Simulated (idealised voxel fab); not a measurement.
The process module presented herein is designated voxel wiring stack.
We display cut, a cross-section 235 nm in width whose square cells are each 5 nm.
Cross-section format: a grid of square cells, given as bands from top to bottom; each band is one or more rows of cells.
Band: top height; bottom height; in nm. Then, left to right: material with width in nm, for each material. "throughout": a single material spanning edge to edge. "air": empty space.
Heights are measured from 0, the level below which the as-received wafer is all one material; the lowest band has no bottom and continues downward, written as in "0 and below".
Width "30..40": first value at the band's top row of cells, second value at its bottom row, equal change from row to row.
Take "nothing got changed" at face value: in the step it is given for, the cross-section changed in none of its cells.
Under "Closed internal voids" you'll find the enclosed gaps, the ones with no way out to the top, that are 8 cells or bigger; each reads width x height at distance, with distance counted from the left edge, everything in nm.
Note: text after step settings on the step line = simulator remark on that step.
overlay nm: on a step with a mask, how far right of its planned place the mask lay; negative means left.
### Process steps - plan
1 RECEIVE [material Si]
2 CONFORMAL_DEP [material SiO2] [thk nm 10]
3 CONFORMAL_DEP [material SiN] [thk nm 5]
4 DIRECTIONAL_DEP [material lowk] [thk nm 20]
5 DIRECTIONAL_DEP [material aC] [thk nm 10]
6 PATTERN [tone open] [mask id METAL_1] [material resist] [width nm 20] [pitch nm 45] [thk nm 30] [overlay nm 0]
7 DIRECTIONAL_ETCH [etch materials aC] [depth nm 10]
8 STRIP [etch materials resist]
9 DIRECTIONAL_ETCH [etch materials lowk] [depth nm 20]
10 DIRECTIONAL_ETCH [etch materials SiN] [depth nm 5]
11 STRIP [etch materials aC]
12 CONFORMAL_DEP [material TiN] [thk nm 5]
13 FILL_DEP [material Ru] [thk nm 5]
14 CMP [height nm 35]
15 CONFORMAL_DEP [material SiCN] [thk nm 5]
16 DIRECTIONAL_DEP [material lowk] [thk nm 35]
17 MASKED_ETCH [tone open] [mask id METAL_2_HOLES] [width nm 15] [pitch nm 45] [etch materials lowk] [depth nm 35] [overlay nm 0]
18 DIRECTIONAL_DEP [material aC] [thk nm 10]
19 PATTERN [tone open] [mask id METAL_2] [material resist] [width nm 20] [pitch nm 45] [thk nm 25] [overlay nm 0]
20 DIRECTIONAL_ETCH [etch materials aC] [depth nm 10]
21 STRIP [etch materials resist]
22 DIRECTIONAL_ETCH [etch materials lowk] [depth nm 20]
23 DIRECTIONAL_ETCH [etch materials SiCN] [depth nm 5]
24 STRIP [etch materials aC]
25 CONFORMAL_DEP [material TiN] [thk nm 5]
26 FILL_DEP [material Ru] [thk nm 5]
27 CMP [height nm 75]
28 CONFORMAL_DEP [material SiCN] [thk nm 5]
### Incoming wafer, cross-sectional view, post step 1
  0 and below = Si throughout
  Closed internal voids: none
### Here's the wafer cut in cross-section after the module, started and planned just like above, except one thing was done wrong in the run
  80 down to 75 = SiCN throughout
  75 down to 60 = lowk=85, TiN=5, Ru=10, TiN=5, lowk=25, TiN=5, Ru=10, TiN=5, lowk=85
  60 down to 55 = lowk=85, TiN=5, Ru=5, TiN=10, lowk=25, TiN=5, Ru=5, TiN=10, lowk=85
  55 down to 40 = lowk=85, TiN=5, Ru=5, TiN=5, lowk=30, TiN=5, Ru=5, TiN=5, lowk=90
  40 down to 35 = SiCN=85, TiN=15, SiCN=30, TiN=15, SiCN=90
  35 down to 30 = TiN=90, Ru=10, TiN=35, Ru=10, TiN=90
  30 down to 15 = lowk=85, TiN=5, Ru=10, TiN=5, lowk=25, TiN=5, Ru=10, TiN=5, lowk=85
  15 down to 10 = lowk=85, TiN=20, lowk=25, TiN=20, lowk=85
  10 down to 0 = SiO2 throughout
  0 and below = Si throughout
  Closed internal voids: none
Heads up, the wafer didn't run the way we planned it: step 3 of the plan did not run at all; it was left out
